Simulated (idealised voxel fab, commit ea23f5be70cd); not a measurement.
process module | voxel gate over fins
cross-section cut | 185 nm wide | cells 5 nm
A cross-section is a grid of square cells, given in bands from the top down. A band is one or more rows of cells.
Each band's line starts with the height of the band's top and of its bottom, in nm. Then come its materials from left to right, each with its width in nm. One material with "throughout" fills the band from edge to edge. "air" is empty space.
Height 0 is the level under which the wafer as received is all one material. The lowest band goes on downwards, as in "0 down".
A width such as "30 to 40" changes by the same amount from each row of cells to the next, from the band's top row to its bottom row.
"no change" after a step means that no cell of the cross-section changed.
closed voids: empty space of 8 cells or more with no open way to the top, each as width x height at its distance from the left edge, in nm
after a step's settings: what the simulator itself notes on the step
overlay nm, on a step with a mask: how far to the right of its planned place the mask lay; to the left if negative
plan
1 op RECEIVE | material Si
2 op CONFORMAL_DEP | material SiN | thk nm 10
3 op PATTERN | tone cover | mask id FINS | material resist | width nm 15 | pitch nm 40 | thk nm 20 | overlay nm 0
4 op DIRECTIONAL_ETCH | etch materials SiN | depth nm 10
5 op DIRECTIONAL_ETCH | etch materials Si | depth nm 35
6 op STRIP | etch materials resist
7 op FILL_DEP | material SiO2 | thk nm 5
8 op CMP | height nm 10
9 op SELECTIVE_ETCH | etch materials SiO2 | depth nm 25
10 op STRIP | etch materials SiN
11 op CONFORMAL_DEP | material HfO2 | thk nm 5
12 op CONFORMAL_DEP | material TiN | thk nm 5
13 op CONFORMAL_DEP | material TiAl | thk nm 5
14 op CONFORMAL_DEP | material TiN | thk nm 5
15 op FILL_DEP | material W | thk nm 15
16 op CMP | height nm 30
17 op CONFORMAL_DEP | material SiCN | thk nm 5
as received, after step 1
  0 down: Si throughout
  closed voids: none
first wafer at the end, as planned
  35 to 30: SiCN throughout
  30 to 20: W throughout
  20 to 15: W 25 | TiN 135 | W 25
  15 to 10: W 25 | TiN 5 | TiAl 125 | TiN 5 | W 25
  10 to 5: W 25 | TiN 5 | TiAl 5 | TiN 35 | TiAl 5 | TiN 35 | TiAl 5 | TiN 35 | TiAl 5 | TiN 5 | W 25
  5 to 0: TiN 30 | TiAl 5 | TiN 5 | HfO2 25 | TiN 5 | TiAl 5 | TiN 5 | HfO2 25 | TiN 5 | TiAl 5 | TiN 5 | HfO2 25 | TiN 5 | TiAl 5 | TiN 30
  0 to -5: TiAl 35 | TiN 5 | HfO2 5 | Si 15 | HfO2 5 | TiN 5 | TiAl 5 | TiN 5 | HfO2 5 | Si 15 | HfO2 5 | TiN 5 | TiAl 5 | TiN 5 | HfO2 5 | Si 15 | HfO2 5 | TiN 5 | TiAl 35
  -5 to -10: TiN 40 | HfO2 5 | Si 15 | HfO2 5 | TiN 15 | HfO2 5 | Si 15 | HfO2 5 | TiN 15 | HfO2 5 | Si 15 | HfO2 5 | TiN 40
  -10 to -15: HfO2 45 | Si 15 | HfO2 25 | Si 15 | HfO2 25 | Si 15 | HfO2 45
  -15 to -35: SiO2 45 | Si 15 | SiO2 25 | Si 15 | SiO2 25 | Si 15 | SiO2 45
  -35 down: Si throughout
  closed voids: none
second wafer at the end: like start, like plan, one mistake
  35 to 20: W throughout
  20 to 15: W 25 | TiN 135 | W 25
  15 to 10: W 25 | TiN 5 | TiAl 125 | TiN 5 | W 25
  10 to 5: W 25 | TiN 5 | TiAl 5 | TiN 35 | TiAl 5 | TiN 35 | TiAl 5 | TiN 35 | TiAl 5 | TiN 5 | W 25
  5 to 0: TiN 30 | TiAl 5 | TiN 5 | HfO2 25 | TiN 5 | TiAl 5 | TiN 5 | HfO2 25 | TiN 5 | TiAl 5 | TiN 5 | HfO2 25 | TiN 5 | TiAl 5 | TiN 30
  0 to -5: TiAl 35 | TiN 5 | HfO2 5 | Si 15 | HfO2 5 | TiN 5 | TiAl 5 | TiN 5 | HfO2 5 | Si 15 | HfO2 5 | TiN 5 | TiAl 5 | TiN 5 | HfO2 5 | Si 15 | HfO2 5 | TiN 5 | TiAl 35
  -5 to -10: TiN 40 | HfO2 5 | Si 15 | HfO2 5 | TiN 15 | HfO2 5 | Si 15 | HfO2 5 | TiN 15 | HfO2 5 | Si 15 | HfO2 5 | TiN 40
  -10 to -15: HfO2 45 | Si 15 | HfO2 25 | Si 15 | HfO2 25 | Si 15 | HfO2 45
  -15 to -35: SiO2 45 | Si 15 | SiO2 25 | Si 15 | SiO2 25 | Si 15 | SiO2 45
  -35 down: Si throughout
  closed voids: none
what went wrong: step 17 ran as: op CONFORMAL_DEP | material W | thk nm 5
at the end the second wafer has, in cells: 37 fewer of SiCN | 37 more of W
